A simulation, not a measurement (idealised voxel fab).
The following is a process module called voxel transistor to metal.
This is section cut - it's 165 nm across, gridded in 5 nm square cells.
Cross-section layout: square cells on a grid; listed as bands, top to bottom; a band spans one or more cell rows.
Band entry format. Leading values: height of top, height of bottom, nm. Remainder: materials in left-to-right order, each with its width in nm. Special words: "throughout" on a single material, which then fills the band edge to edge; "empty", empty space.
Height is counted from the level 0, under which the received wafer is composed throughout of one material. The lowest of the bands is not closed at the bottom but continues downward, in the notation "0 and below".
Width spec "30 to 40" -> top row of cells at first value, bottom row at second value, equal per-row change in between.
"no modification" after a step means that no cell of the cross-section changed.
In "Enclosed empty spaces" the enclosed voids are listed, meaning empty spaces of 8 cells or larger without any opening to the top. The form is width x height at distance, distance from the left edge, units nm.
Anything after a step's settings on that line? It's the simulator's own note about the step.
overlay nm: mask right of planned place by this much (step with mask). Neg. = left.
Before/after cross-section pairs, one process step each; after shown to lowest changed band; step and settings beneath. Pairs may be from different runs of this module on the same starting wafer; a pair continues from the one above only where its "Before the process" entry says so.
**Before the process**
    65 down to 55 | W throughout
    55 down to 50 | 45 nm TiN  20 nm W  35 nm TiN  20 nm W  45 nm TiN
    50 down to 35 | 40 nm SiO2  5 nm TiN  20 nm W  5 nm TiN  25 nm SiO2  5 nm TiN  20 nm W  5 nm TiN  40 nm SiO2
    35 down to 30 | 40 nm SiO2  5 nm TiN  15 nm W  10 nm TiN  25 nm SiO2  10 nm TiN  15 nm W  5 nm TiN  40 nm SiO2
    30 down to 20 | 40 nm SiO2  5 nm TiN  15 nm W  5 nm TiN  10 nm SiN  15 nm SiCN  10 nm SiN  5 nm TiN  15 nm W  5 nm TiN  40 nm SiO2
    20 down to 15 | 40 nm SiO2  25 nm TiN  10 nm SiN  15 nm polySi  10 nm SiN  25 nm TiN  40 nm SiO2
    15 down to 5 | 30 nm SiO2  35 nm pSi  10 nm SiN  15 nm polySi  10 nm SiN  35 nm pSi  30 nm SiO2
    5 down to 0 | 30 nm SiO2  10 nm SiN  25 nm pSi  10 nm SiN  15 nm polySi  10 nm SiN  25 nm pSi  10 nm SiN  30 nm SiO2
    0 down to -5 | 40 nm SiO2  25 nm pSi  35 nm SiO2  25 nm pSi  40 nm SiO2
    -5 down to -20 | 35 nm SiO2  5 nm Si  25 nm pSi  35 nm Si  25 nm pSi  5 nm Si  35 nm SiO2
    -20 down to -35 | 35 nm SiO2  95 nm Si  35 nm SiO2
    -35 and below | Si throughout
    Enclosed empty spaces: none
**As Processed**
    50 down to 35 | 40 nm SiO2  5 nm TiN  20 nm W  5 nm TiN  25 nm SiO2  5 nm TiN  20 nm W  5 nm TiN  40 nm SiO2
    Anything lower than 35 is untouched.
    Enclosed empty spaces: none
Process step (between the before and after cross-sections above): CMP, height nm 50
Before the process: starting point is the after cross-section of the pair just above.
**As Processed**
    55 down to 50 | SiCN throughout
    Anything lower than 50 is untouched.
    Enclosed empty spaces: none
Process step (between the before and after cross-sections above): CONFORMAL_DEP, material SiCN, thk nm 5
Before the process: starting point is the after cross-section of the pair just above.
**As Processed**
    80 down to 55 | SiO2 throughout
    Anything lower than 55 is untouched.
    Enclosed empty spaces: none
Process step (between the before and after cross-sections above): DIRECTIONAL_DEP, material SiO2, thk nm 25
Before the process: starting point is the after cross-section of the pair just above.
**As Processed**
    90 down to 80 | aC throughout
    Anything lower than 80 is untouched.
    Enclosed empty spaces: none
Process step (between the before and after cross-sections above): DIRECTIONAL_DEP, material aC, thk nm 10
Before the process: starting point is the after cross-section of the pair just above.
**As Processed**
    115 down to 90 | 40 nm resist  20 nm empty  45 nm resist  20 nm empty  40 nm resist
    Anything lower than 90 is untouched.
    Enclosed empty spaces: none
Process step (between the before and after cross-sections above): PATTERN, tone open, mask id METAL_1, material resist, width nm 20, pitch nm 65, thk nm 25, overlay nm 0
Before the process: starting point is the after cross-section of the pair just above.
**As Processed**
    105 down to 90 | 40 nm resist  20 nm empty  45 nm resist  20 nm empty  40 nm resist
    90 down to 80 | 40 nm aC  20 nm empty  45 nm aC  20 nm empty  40 nm aC
    Anything lower than 80 is untouched.
    Enclosed empty spaces: none
Process step (between the before and after cross-sections above): DIRECTIONAL_ETCH, etch materials aC, depth nm 10
Before the process: starting point is the after cross-section of the pair just above.
**As Processed**
    90 down to 80 | 40 nm aC  20 nm empty  45 nm aC  20 nm empty  40 nm aC
    Anything lower than 80 is untouched.
    Enclosed empty spaces: none
Process step (between the before and after cross-sections above): STRIP, etch materials resist
Before the process: starting point is the after cross-section of the pair just above.
**As Processed**
    90 down to 80 | 40 nm aC  20 nm empty  45 nm aC  20 nm empty  40 nm aC
    80 down to 55 | 40 nm SiO2  20 nm empty  45 nm SiO2  20 nm empty  40 nm SiO2
    Anything lower than 55 is untouched.
    Enclosed empty spaces: none
Process step (between the before and after cross-sections above): DIRECTIONAL_ETCH, etch materials SiO2, depth nm 25
Before the process: starting point is the after cross-section of the pair just above.
**As Processed**
    90 down to 80 | 40 nm aC  20 nm empty  45 nm aC  20 nm empty  40 nm aC
    80 down to 55 | 40 nm SiO2  20 nm empty  45 nm SiO2  20 nm empty  40 nm SiO2
    55 down to 50 | 40 nm SiCN  20 nm empty  45 nm SiCN  20 nm empty  40 nm SiCN
    Anything lower than 50 is untouched.
    Enclosed empty spaces: none
Process step (between the before and after cross-sections above): DIRECTIONAL_ETCH, etch materials SiCN, depth nm 5
Before the process: starting point is the after cross-section of the pair just above.
**As Processed**
    80 down to 55 | 40 nm SiO2  20 nm empty  45 nm SiO2  20 nm empty  40 nm SiO2
    Anything lower than 55 is untouched.
    Enclosed empty spaces: none
Process step (between the before and after cross-sections above): STRIP, etch materials aC
Before the process: starting point is the after cross-section of the pair just above.
**As Processed**
    85 down to 80 | 45 nm TiN  10 nm empty  55 nm TiN  10 nm empty  45 nm TiN
    80 down to 55 | 40 nm SiO2  5 nm TiN  10 nm empty  5 nm TiN  45 nm SiO2  5 nm TiN  10 nm empty  5 nm TiN  40 nm SiO2
    55 down to 50 | 40 nm SiCN  20 nm TiN  45 nm SiCN  20 nm TiN  40 nm SiCN
    Anything lower than 50 is untouched.
    Enclosed empty spaces: none
Process step (between the before and after cross-sections above): CONFORMAL_DEP, material TiN, thk nm 5
Before the process: starting point is the after cross-section of the pair just above.
**As Processed**
    90 down to 85 | Cu throughout
    85 down to 80 | 45 nm TiN  10 nm Cu  55 nm TiN  10 nm Cu  45 nm TiN
    80 down to 55 | 40 nm SiO2  5 nm TiN  10 nm Cu  5 nm TiN  45 nm SiO2  5 nm TiN  10 nm Cu  5 nm TiN  40 nm SiO2
    Anything lower than 55 is untouched.
    Enclosed empty spaces: none
Process step (between the before and after cross-sections above): FILL_DEP, material Cu, thk nm 5
Before the process: starting point is the after cross-section of the pair just above.
**As Processed**
    80 down to 55 | 40 nm SiO2  5 nm TiN  10 nm Cu  5 nm TiN  45 nm SiO2  5 nm TiN  10 nm Cu  5 nm TiN  40 nm SiO2
    Anything lower than 55 is untouched.
    Enclosed empty spaces: none
Process step (between the before and after cross-sections above): CMP, height nm 80
Before the process: starting point is the after cross-section of the pair just above.
**As Processed**
    85 down to 80 | SiCN throughout
    Anything lower than 80 is untouched.
    Enclosed empty spaces: none
Process step (between the before and after cross-sections above): CONFORMAL_DEP, material SiCN, thk nm 5
Before the process: starting point is the after cross-section of the pair just above.
**As Processed**
    115 down to 85 | SiO2 throughout
    Anything lower than 85 is untouched.
    Enclosed empty spaces: none
Process step (between the before and after cross-sections above): DIRECTIONAL_DEP, material SiO2, thk nm 30
Before the process: starting point is the after cross-section of the pair just above.
**As Processed**
    130 down to 115 | aC throughout
    Anything lower than 115 is untouched.
    Enclosed empty spaces: none
Process step (between the before and after cross-sections above): DIRECTIONAL_DEP, material aC, thk nm 15
Before the process: starting point is the after cross-section of the pair just above.
**As Processed**
    165 down to 130 | 40 nm resist  20 nm empty  45 nm resist  20 nm empty  40 nm resist
    Anything lower than 130 is untouched.
    Enclosed empty spaces: none
Process step (between the before and after cross-sections above): PATTERN, tone open, mask id METAL_2, material resist, width nm 20, pitch nm 65, thk nm 35, overlay nm 0
Before the process: starting point is the after cross-section of the pair just above.
**As Processed**
    150 down to 130 | 40 nm resist  20 nm empty  45 nm resist  20 nm empty  40 nm resist
    130 down to 115 | 40 nm aC  20 nm empty  45 nm aC  20 nm empty  40 nm aC
    Anything lower than 115 is untouched.
    Enclosed empty spaces: none
Process step (between the before and after cross-sections above): DIRECTIONAL_ETCH, etch materials aC, depth nm 15
Before the process: starting point is the after cross-section of the pair just above.
**As Processed**
    130 down to 115 | 40 nm aC  20 nm empty  45 nm aC  20 nm empty  40 nm aC
    Anything lower than 115 is untouched.
    Enclosed empty spaces: none
Process step (between the before and after cross-sections above): STRIP, etch materials resist
Before the process: starting point is the after cross-section of the pair just above.
**As Processed**
    130 down to 115 | 40 nm aC  20 nm empty  45 nm aC  20 nm empty  40 nm aC
    115 down to 100 | 40 nm SiO2  20 nm empty  45 nm SiO2  20 nm empty  40 nm SiO2
    Anything lower than 100 is untouched.
    Enclosed empty spaces: none
Process step (between the before and after cross-sections above): DIRECTIONAL_ETCH, etch materials SiO2, depth nm 15
Before the process: starting point is the after cross-section of the pair just above.
**As Processed**
    115 down to 100 | 40 nm SiO2  20 nm empty  45 nm SiO2  20 nm empty  40 nm SiO2
    Anything lower than 100 is untouched.
    Enclosed empty spaces: none
Process step (between the before and after cross-sections above): STRIP, etch materials aC
Before the process: starting point is the after cross-section of the pair just above.
**As Processed**
    115 down to 100 | 40 nm SiO2  20 nm empty  45 nm SiO2  20 nm empty  40 nm SiO2
    100 down to 85 | 40 nm SiO2  15 nm empty  50 nm SiO2  15 nm empty  45 nm SiO2
    Anything lower than 85 is untouched.
    Enclosed empty spaces: none
Process step (between the before and after cross-sections above): MASKED_ETCH, tone open, mask id METAL_2_HOLES, width nm 15, pitch nm 65, etch materials SiO2, depth nm 15, overlay nm 0
Before the process: starting point is the after cross-section of the pair just above.
**As Processed**
    115 down to 100 | 40 nm SiO2  20 nm empty  45 nm SiO2  20 nm empty  40 nm SiO2
    100 down to 85 | 40 nm SiO2  15 nm empty  50 nm SiO2  15 nm empty  45 nm SiO2
    85 down to 80 | 40 nm SiCN  15 nm empty  50 nm SiCN  15 nm empty  45 nm SiCN
    Anything lower than 80 is untouched.
    Enclosed empty spaces: none
Process step (between the before and after cross-sections above): MASKED_ETCH, tone open, mask id METAL_2_HOLES, width nm 15, pitch nm 65, etch materials SiCN, depth nm 5, overlay nm 0
Before the process: starting point is the after cross-section of the pair just above.
**As Processed**
    120 down to 115 | 45 nm TiN  10 nm empty  55 nm TiN  10 nm empty  45 nm TiN
    115 down to 105 | 40 nm SiO2  5 nm TiN  10 nm empty  5 nm TiN  45 nm SiO2  5 nm TiN  10 nm empty  5 nm TiN  40 nm SiO2
    105 down to 100 | 40 nm SiO2  5 nm TiN  5 nm empty  10 nm TiN  45 nm SiO2  5 nm TiN  5 nm empty  10 nm TiN  40 nm SiO2
    100 down to 85 | 40 nm SiO2  5 nm TiN  5 nm empty  5 nm TiN  50 nm SiO2  5 nm TiN  5 nm empty  5 nm TiN  45 nm SiO2
    85 down to 80 | 40 nm SiCN  15 nm TiN  50 nm SiCN  15 nm TiN  45 nm SiCN
    Anything lower than 80 is untouched.
    Enclosed empty spaces: none
Process step (between the before and after cross-sections above): CONFORMAL_DEP, material TiN, thk nm 5
Before the process: starting point is the after cross-section of the pair just above.
**As Processed**
    125 down to 120 | Cu throughout
    120 down to 115 | 45 nm TiN  10 nm Cu  55 nm TiN  10 nm Cu  45 nm TiN
    115 down to 105 | 40 nm SiO2  5 nm TiN  10 nm Cu  5 nm TiN  45 nm SiO2  5 nm TiN  10 nm Cu  5 nm TiN  40 nm SiO2
    105 down to 100 | 40 nm SiO2  5 nm TiN  5 nm Cu  10 nm TiN  45 nm SiO2  5 nm TiN  5 nm Cu  10 nm TiN  40 nm SiO2
    100 down to 85 | 40 nm SiO2  5 nm TiN  5 nm Cu  5 nm TiN  50 nm SiO2  5 nm TiN  5 nm Cu  5 nm TiN  45 nm SiO2
    Anything lower than 85 is untouched.
    Enclosed empty spaces: none
Process step (between the before and after cross-sections above): FILL_DEP, material Cu, thk nm 5
Before the process: starting point is the after cross-section of the pair just above.
**As Processed**
    115 down to 105 | 40 nm SiO2  5 nm TiN  10 nm Cu  5 nm TiN  45 nm SiO2  5 nm TiN  10 nm Cu  5 nm TiN  40 nm SiO2
    Anything lower than 105 is untouched.
    Enclosed empty spaces: none
Process step (between the before and after cross-sections above): CMP, height nm 115
Before the process: starting point is the after cross-section of the pair just above.
**As Processed**
    120 down to 115 | SiN throughout
    Anything lower than 115 is untouched.
    Enclosed empty spaces: none
Process step (between the before and after cross-sections above): CONFORMAL_DEP, material SiN, thk nm 5
**Before the process**
    20 down to 5 | SiN throughout
    5 down to 0 | SiO2 throughout
    0 and below | Si throughout
    Enclosed empty spaces: none
**As Processed**
    35 down to 20 | 40 nm empty  90 nm resist  35 nm empty
    Anything lower than 20 is untouched.
    Enclosed empty spaces: none
Process step (between the before and after cross-sections above): PATTERN, tone cover, mask id ACTIVE, material resist, width nm 90, thk nm 15, overlay nm 0
Before the process: starting point is the after cross-section of the pair just above.
**As Processed**
    35 down to 20 | 40 nm empty  90 nm resist  35 nm empty
    20 down to 5 | 40 nm empty  90 nm SiN  35 nm empty
    Anything lower than 5 is untouched.
    Enclosed empty spaces: none
Process step (between the before and after cross-sections above): DIRECTIONAL_ETCH, etch materials SiN, depth nm 15
Before the process: starting point is the after cross-section of the pair just above.
**As Processed**
    35 down to 20 | 40 nm empty  90 nm resist  35 nm empty
    20 down to 5 | 40 nm empty  90 nm SiN  35 nm empty
    5 down to 0 | 40 nm empty  90 nm SiO2  35 nm empty
    Anything lower than 0 is untouched.
    Enclosed empty spaces: none
Process step (between the before and after cross-sections above): DIRECTIONAL_ETCH, etch materials SiO2, depth nm 5
Before the process: starting point is the after cross-section of the pair just above.
**As Processed**
    35 down to 20 | 40 nm empty  90 nm resist  35 nm empty
    20 down to 5 | 40 nm empty  90 nm SiN  35 nm empty
    5 down to 0 | 40 nm empty  90 nm SiO2  35 nm empty
    0 down to -35 | 40 nm empty  90 nm Si  35 nm empty
    Anything lower than -35 is untouched.
    Enclosed empty spaces: none
Process step (between the before and after cross-sections above): DIRECTIONAL_ETCH, etch materials Si, depth nm 35
Before the process: starting point is the after cross-section of the pair just above.
**As Processed**
    20 down to 5 | 40 nm empty  90 nm SiN  35 nm empty
    Anything lower than 5 is untouched.
    Enclosed empty spaces: none
Process step (between the before and after cross-sections above): STRIP, etch materials resist
Before the process: starting point is the after cross-section of the pair just above.
**As Processed**
    35 down to 20 | SiO2 throughout
    20 down to 5 | 40 nm SiO2  90 nm SiN  35 nm SiO2
    5 down to 0 | SiO2 throughout
    0 down to -35 | 40 nm SiO2  90 nm Si  35 nm SiO2
    Anything lower than -35 is untouched.
    Enclosed empty spaces: none
Process step (between the before and after cross-sections above): FILL_DEP, material SiO2, thk nm 15
Before the process: starting point is the after cross-section of the pair just above.
**As Processed**
    20 down to 5 | 40 nm SiO2  90 nm SiN  35 nm SiO2
    Anything lower than 5 is untouched.
    Enclosed empty spaces: none
Process step (between the before and after cross-sections above): CMP, height nm 20
Before the process: starting point is the after cross-section of the pair just above.
**As Processed**
    20 down to 10 | 40 nm empty  90 nm SiN  35 nm empty
    Anything lower than 10 is untouched.
    Enclosed empty spaces: none
Process step (between the before and after cross-sections above): SELECTIVE_ETCH, etch materials SiO2, depth nm 10
Before the process: starting point is the after cross-section of the pair just above.
**As Processed**
    10 down to 5 | 40 nm SiO2  90 nm empty  35 nm SiO2
    Anything lower than 5 is untouched.
    Enclosed empty spaces: none
Process step (between the before and after cross-sections above): STRIP, etch materials SiN
Before the process: starting point is the after cross-section of the pair just above.
**As Processed**
    5 down to 0 | 35 nm SiO2  100 nm empty  30 nm SiO2
    Anything lower than 0 is untouched.
    Enclosed empty spaces: none
Process step (between the before and after cross-sections above): SELECTIVE_ETCH, etch materials SiO2, depth nm 5
Before the process: starting point is the after cross-section of the pair just above.
**As Processed**
    5 down to 0 | 35 nm SiO2  100 nm empty  30 nm SiO2
    0 down to -5 | SiO2 throughout
    Anything lower than -5 is untouched.
    Enclosed empty spaces: none
Process step (between the before and after cross-sections above): OXIDIZE, depth nm 5
Before the process: starting point is the after cross-section of the pair just above.
**As Processed**
    30 down to 25 | 35 nm polySi  100 nm empty  30 nm polySi
    25 down to 5 | polySi throughout
    5 down to 0 | 35 nm SiO2  100 nm polySi  30 nm SiO2
    Anything lower than 0 is untouched.
    Enclosed empty spaces: none
Process step (between the before and after cross-sections above): DIRECTIONAL_DEP, material polySi, thk nm 25
Before the process: starting point is the after cross-section of the pair just above.
**As Processed**
    40 down to 35 | 35 nm SiCN  100 nm empty  30 nm SiCN
    35 down to 30 | SiCN throughout
    30 down to 25 | 35 nm polySi  100 nm SiCN  30 nm polySi
    Anything lower than 25 is untouched.
    Enclosed empty spaces: none
Process step (between the before and after cross-sections above): DIRECTIONAL_DEP, material SiCN, thk nm 10
Before the process: starting point is the after cross-section of the pair just above.
**As Processed**
    55 down to 50 | 35 nm aC  100 nm empty  30 nm aC
    50 down to 40 | aC throughout
    40 down to 35 | 35 nm SiCN  100 nm aC  30 nm SiCN
    Anything lower than 35 is untouched.
    Enclosed empty spaces: none
Process step (between the before and after cross-sections above): DIRECTIONAL_DEP, material aC, thk nm 15
Before the process: starting point is the after cross-section of the pair just above.
**As Processed**
    85 down to 55 | 75 nm empty  15 nm resist  75 nm empty
    55 down to 50 | 35 nm aC  40 nm empty  15 nm resist  45 nm empty  30 nm aC
    Anything lower than 50 is untouched.
    Enclosed empty spaces: none
Process step (between the before and after cross-sections above): PATTERN, tone cover, mask id GATE, material resist, width nm 15, thk nm 30, overlay nm 0
Before the process: starting point is the after cross-section of the pair just above.
**As Processed**
    70 down to 50 | 75 nm empty  15 nm resist  75 nm empty
    50 down to 40 | 75 nm empty  15 nm aC  75 nm empty
    40 down to 35 | 35 nm SiCN  40 nm empty  15 nm aC  45 nm empty  30 nm SiCN
    Anything lower than 35 is untouched.
    Enclosed empty spaces: none
Process step (between the before and after cross-sections above): DIRECTIONAL_ETCH, etch materials aC, depth nm 15
Before the process: starting point is the after cross-section of the pair just above.
**As Processed**
    50 down to 40 | 75 nm empty  15 nm aC  75 nm empty
    Anything lower than 40 is untouched.
    Enclosed empty spaces: none
Process step (between the before and after cross-sections above): STRIP, etch materials resist
Before the process: starting point is the after cross-section of the pair just above.
**As Processed**
    50 down to 35 | 75 nm empty  15 nm aC  75 nm empty
    35 down to 30 | 75 nm empty  15 nm SiCN  75 nm empty
    30 down to 25 | 35 nm polySi  40 nm empty  15 nm SiCN  45 nm empty  30 nm polySi
    Anything lower than 25 is untouched.
    Enclosed empty spaces: none
Process step (between the before and after cross-sections above): DIRECTIONAL_ETCH, etch materials SiCN, depth nm 20
Before the process: starting point is the after cross-section of the pair just above.
**As Processed**
    50 down to 35 | 75 nm empty  15 nm aC  75 nm empty
    35 down to 25 | 75 nm empty  15 nm SiCN  75 nm empty
    25 down to 5 | 75 nm empty  15 nm polySi  75 nm empty
    5 down to 0 | 35 nm SiO2  40 nm empty  15 nm polySi  45 nm empty  30 nm SiO2
    Anything lower than 0 is untouched.
    Enclosed empty spaces: none
Process step (between the before and after cross-sections above): DIRECTIONAL_ETCH, etch materials polySi, depth nm 35
Before the process: starting point is the after cross-section of the pair just above.
**As Processed**
    35 down to 25 | 75 nm empty  15 nm SiCN  75 nm empty
    Anything lower than 25 is untouched.
    Enclosed empty spaces: none
Process step (between the before and after cross-sections above): STRIP, etch materials aC
Before the process: starting point is the after cross-section of the pair just above.
**As Processed**
    45 down to 35 | 65 nm empty  35 nm SiN  65 nm empty
    35 down to 25 | 65 nm empty  10 nm SiN  15 nm SiCN  10 nm SiN  65 nm empty
    25 down to 15 | 65 nm empty  10 nm SiN  15 nm polySi  10 nm SiN  65 nm empty
    15 down to 10 | 45 nm SiN  20 nm empty  10 nm SiN  15 nm polySi  10 nm SiN  25 nm empty  40 nm SiN
    10 down to 5 | 75 nm SiN  15 nm polySi  75 nm SiN
    5 down to 0 | 35 nm SiO2  40 nm SiN  15 nm polySi  45 nm SiN  30 nm SiO2
    Anything lower than 0 is untouched.
    Enclosed empty spaces: none
Process step (between the before and after cross-sections above): CONFORMAL_DEP, material SiN, thk nm 10
Before the process: starting point is the after cross-section of the pair just above.
**As Processed**
    35 down to 25 | 65 nm empty  10 nm SiN  15 nm SiCN  10 nm SiN  65 nm empty
    25 down to 5 | 65 nm empty  10 nm SiN  15 nm polySi  10 nm SiN  65 nm empty
    5 down to 0 | 35 nm SiO2  10 nm SiN  20 nm empty  10 nm SiN  15 nm polySi  10 nm SiN  25 nm empty  10 nm SiN  30 nm SiO2
    Anything lower than 0 is untouched.
    Enclosed empty spaces: none
Process step (between the before and after cross-sections above): DIRECTIONAL_ETCH, etch materials SiN, depth nm 10
Before the process: starting point is the after cross-section of the pair just above.
**As Processed**
    35 down to 25 | 65 nm empty  10 nm SiN  15 nm SiCN  10 nm SiN  65 nm empty
    25 down to 5 | 65 nm empty  10 nm SiN  15 nm polySi  10 nm SiN  65 nm empty
    5 down to 0 | 35 nm empty  10 nm SiN  20 nm empty  10 nm SiN  15 nm polySi  10 nm SiN  25 nm empty  10 nm SiN  30 nm empty
    0 down to -5 | 45 nm SiO2  20 nm empty  35 nm SiO2  25 nm empty  40 nm SiO2
    Anything lower than -5 is untouched.
    Enclosed empty spaces: none
Process step (between the before and after cross-sections above): DIRECTIONAL_ETCH, etch materials SiO2, depth nm 5
Before the process: starting point is the after cross-section of the pair just above.
**As Processed**
    35 down to 25 | 65 nm empty  10 nm SiN  15 nm SiCN  10 nm SiN  65 nm empty
    25 down to 5 | 65 nm empty  10 nm SiN  15 nm polySi  10 nm SiN  65 nm empty
    5 down to 0 | 35 nm empty  10 nm SiN  20 nm empty  10 nm SiN  15 nm polySi  10 nm SiN  25 nm empty  10 nm SiN  30 nm empty
    0 down to -5 | 45 nm SiO2  20 nm empty  35 nm SiO2  25 nm empty  40 nm SiO2
    -5 down to -20 | 40 nm SiO2  5 nm Si  20 nm empty  35 nm Si  25 nm empty  5 nm Si  35 nm SiO2
    Anything lower than -20 is untouched.
    Enclosed empty spaces: none
Process step (between the before and after cross-sections above): DIRECTIONAL_ETCH, etch materials Si, depth nm 15
Before the process: starting point is the after cross-section of the pair just above.
**As Processed**
    35 down to 25 | 65 nm empty  10 nm SiN  15 nm SiCN  10 nm SiN  65 nm empty
    25 down to 15 | 65 nm empty  10 nm SiN  15 nm polySi  10 nm SiN  65 nm empty
    15 down to 5 | 35 nm empty  30 nm pSi  10 nm SiN  15 nm polySi  10 nm SiN  35 nm pSi  30 nm empty
    5 down to 0 | 35 nm empty  10 nm SiN  20 nm pSi  10 nm SiN  15 nm polySi  10 nm SiN  25 nm pSi  10 nm SiN  30 nm empty
    0 down to -5 | 45 nm SiO2  20 nm pSi  35 nm SiO2  25 nm pSi  40 nm SiO2
    -5 down to -20 | 40 nm SiO2  5 nm Si  20 nm pSi  35 nm Si  25 nm pSi  5 nm Si  35 nm SiO2
    Anything lower than -20 is untouched.
    Enclosed empty spaces: none
Process step (between the before and after cross-sections above): EPI, material pSi, thk nm 20
Before the process: starting point is the after cross-section of the pair just above.
**As Processed**
    40 down to 35 | SiO2 throughout
    35 down to 25 | 65 nm SiO2  10 nm SiN  15 nm SiCN  10 nm SiN  65 nm SiO2
    25 down to 15 | 65 nm SiO2  10 nm SiN  15 nm polySi  10 nm SiN  65 nm SiO2
    15 down to 5 | 35 nm SiO2  30 nm pSi  10 nm SiN  15 nm polySi  10 nm SiN  35 nm pSi  30 nm SiO2
    5 down to 0 | 35 nm SiO2  10 nm SiN  20 nm pSi  10 nm SiN  15 nm polySi  10 nm SiN  25 nm pSi  10 nm SiN  30 nm SiO2
    Anything lower than 0 is untouched.
    Enclosed empty spaces: none
Process step (between the before and after cross-sections above): FILL_DEP, material SiO2, thk nm 5
Before the process: starting point is the after cross-section of the pair just above.
**As Processed**
    35 down to 25 | 65 nm SiO2  10 nm SiN  15 nm SiCN  10 nm SiN  65 nm SiO2
    Anything lower than 25 is untouched.
    Enclosed empty spaces: none
Process step (between the before and after cross-sections above): CMP, height nm 35
Before the process: starting point is the after cross-section of the pair just above.
**As Processed**
    50 down to 35 | SiO2 throughout
    Anything lower than 35 is untouched.
    Enclosed empty spaces: none
Process step (between the before and after cross-sections above): DIRECTIONAL_DEP, material SiO2, thk nm 15
Before the process: starting point is the after cross-section of the pair just above.
**As Processed**
    65 down to 50 | 40 nm resist  30 nm empty  25 nm resist  30 nm empty  40 nm resist
    Anything lower than 50 is untouched.
    Enclosed empty spaces: none
Process step (between the before and after cross-sections above): PATTERN, tone open, mask id CONTACT, material resist, width nm 30, pitch nm 55, thk nm 15, overlay nm 0
Before the process: starting point is the after cross-section of the pair just above.
**As Processed**
    65 down to 50 | 40 nm resist  30 nm empty  25 nm resist  30 nm empty  40 nm resist
    50 down to 35 | 40 nm SiO2  30 nm empty  25 nm SiO2  30 nm empty  40 nm SiO2
    35 down to 25 | 40 nm SiO2  25 nm empty  10 nm SiN  15 nm SiCN  10 nm SiN  25 nm empty  40 nm SiO2
    25 down to 15 | 40 nm SiO2  25 nm empty  10 nm SiN  15 nm polySi  10 nm SiN  25 nm empty  40 nm SiO2
    Anything lower than 15 is untouched.
    Enclosed empty spaces: none
Process step (between the before and after cross-sections above): DIRECTIONAL_ETCH, etch materials SiO2, depth nm 35
Before the process: starting point is the after cross-section of the pair just above.
**As Processed**
    50 down to 35 | 40 nm SiO2  30 nm empty  25 nm SiO2  30 nm empty  40 nm SiO2
    Anything lower than 35 is untouched.
    Enclosed empty spaces: none
Process step (between the before and after cross-sections above): STRIP, etch materials resist
Before the process: starting point is the after cross-section of the pair just above.
**As Processed**
    55 down to 50 | 45 nm TiN  20 nm empty  35 nm TiN  20 nm empty  45 nm TiN
    50 down to 40 | 40 nm SiO2  5 nm TiN  20 nm empty  5 nm TiN  25 nm SiO2  5 nm TiN  20 nm empty  5 nm TiN  40 nm SiO2
    40 down to 35 | 40 nm SiO2  5 nm TiN  15 nm empty  10 nm TiN  25 nm SiO2  10 nm TiN  15 nm empty  5 nm TiN  40 nm SiO2
    35 down to 25 | 40 nm SiO2  5 nm TiN  15 nm empty  5 nm TiN  10 nm SiN  15 nm SiCN  10 nm SiN  5 nm TiN  15 nm empty  5 nm TiN  40 nm SiO2
    25 down to 20 | 40 nm SiO2  5 nm TiN  15 nm empty  5 nm TiN  10 nm SiN  15 nm polySi  10 nm SiN  5 nm TiN  15 nm empty  5 nm TiN  40 nm SiO2
    20 down to 15 | 40 nm SiO2  25 nm TiN  10 nm SiN  15 nm polySi  10 nm SiN  25 nm TiN  40 nm SiO2
    Anything lower than 15 is untouched.
    Enclosed empty spaces: none
Process step (between the before and after cross-sections above): CONFORMAL_DEP, material TiN, thk nm 5
Before the process: starting point is the after cross-section of the pair just above.
**As Processed**
    65 down to 55 | W throughout
    55 down to 50 | 45 nm TiN  20 nm W  35 nm TiN  20 nm W  45 nm TiN
    50 down to 40 | 40 nm SiO2  5 nm TiN  20 nm W  5 nm TiN  25 nm SiO2  5 nm TiN  20 nm W  5 nm TiN  40 nm SiO2
    40 down to 35 | 40 nm SiO2  5 nm TiN  15 nm W  10 nm TiN  25 nm SiO2  10 nm TiN  15 nm W  5 nm TiN  40 nm SiO2
    35 down to 25 | 40 nm SiO2  5 nm TiN  15 nm W  5 nm TiN  10 nm SiN  15 nm SiCN  10 nm SiN  5 nm TiN  15 nm W  5 nm TiN  40 nm SiO2
    25 down to 20 | 40 nm SiO2  5 nm TiN  15 nm W  5 nm TiN  10 nm SiN  15 nm polySi  10 nm SiN  5 nm TiN  15 nm W  5 nm TiN  40 nm SiO2
    Anything lower than 20 is untouched.
    Enclosed empty spaces: none
Process step (between the before and after cross-sections above): FILL_DEP, material W, thk nm 10
Before the process: starting point is the after cross-section of the pair just above.
**As Processed**
    50 down to 40 | 40 nm SiO2  5 nm TiN  20 nm W  5 nm TiN  25 nm SiO2  5 nm TiN  20 nm W  5 nm TiN  40 nm SiO2
    Anything lower than 40 is untouched.
    Enclosed empty spaces: none
Process step (between the before and after cross-sections above): CMP, height nm 50
Before the process: starting point is the after cross-section of the pair just above.
**As Processed**
    55 down to 50 | SiCN throughout
    Anything lower than 50 is untouched.
    Enclosed empty spaces: none
Process step (between the before and after cross-sections above): CONFORMAL_DEP, material SiCN, thk nm 5
Before the process: starting point is the after cross-section of the pair just above.
**As Processed**
    80 down to 55 | SiO2 throughout
    Anything lower than 55 is untouched.
    Enclosed empty spaces: none
Process step (between the before and after cross-sections above): DIRECTIONAL_DEP, material SiO2, thk nm 25
Before the process: starting point is the after cross-section of the pair just above.
**As Processed**
    90 down to 80 | aC throughout
    Anything lower than 80 is untouched.
    Enclosed empty spaces: none
Process step (between the before and after cross-sections above): DIRECTIONAL_DEP, material aC, thk nm 10
Before the process: starting point is the after cross-section of the pair just above.
**As Processed**
    115 down to 90 | 40 nm resist  20 nm empty  45 nm resist  20 nm empty  40 nm resist
    Anything lower than 90 is untouched.
    Enclosed empty spaces: none
Process step (between the before and after cross-sections above): PATTERN, tone open, mask id METAL_1, material resist, width nm 20, pitch nm 65, thk nm 25, overlay nm 0
Before the process: starting point is the after cross-section of the pair just above.
**As Processed**
    105 down to 90 | 40 nm resist  20 nm empty  45 nm resist  20 nm empty  40 nm resist
    90 down to 80 | 40 nm aC  20 nm empty  45 nm aC  20 nm empty  40 nm aC
    Anything lower than 80 is untouched.
    Enclosed empty spaces: none
Process step (between the before and after cross-sections above): DIRECTIONAL_ETCH, etch materials aC, depth nm 10
Before the process: starting point is the after cross-section of the pair just above.
**As Processed**
    90 down to 80 | 40 nm aC  20 nm empty  45 nm aC  20 nm empty  40 nm aC
    Anything lower than 80 is untouched.
    Enclosed empty spaces: none
Process step (between the before and after cross-sections above): STRIP, etch materials resist
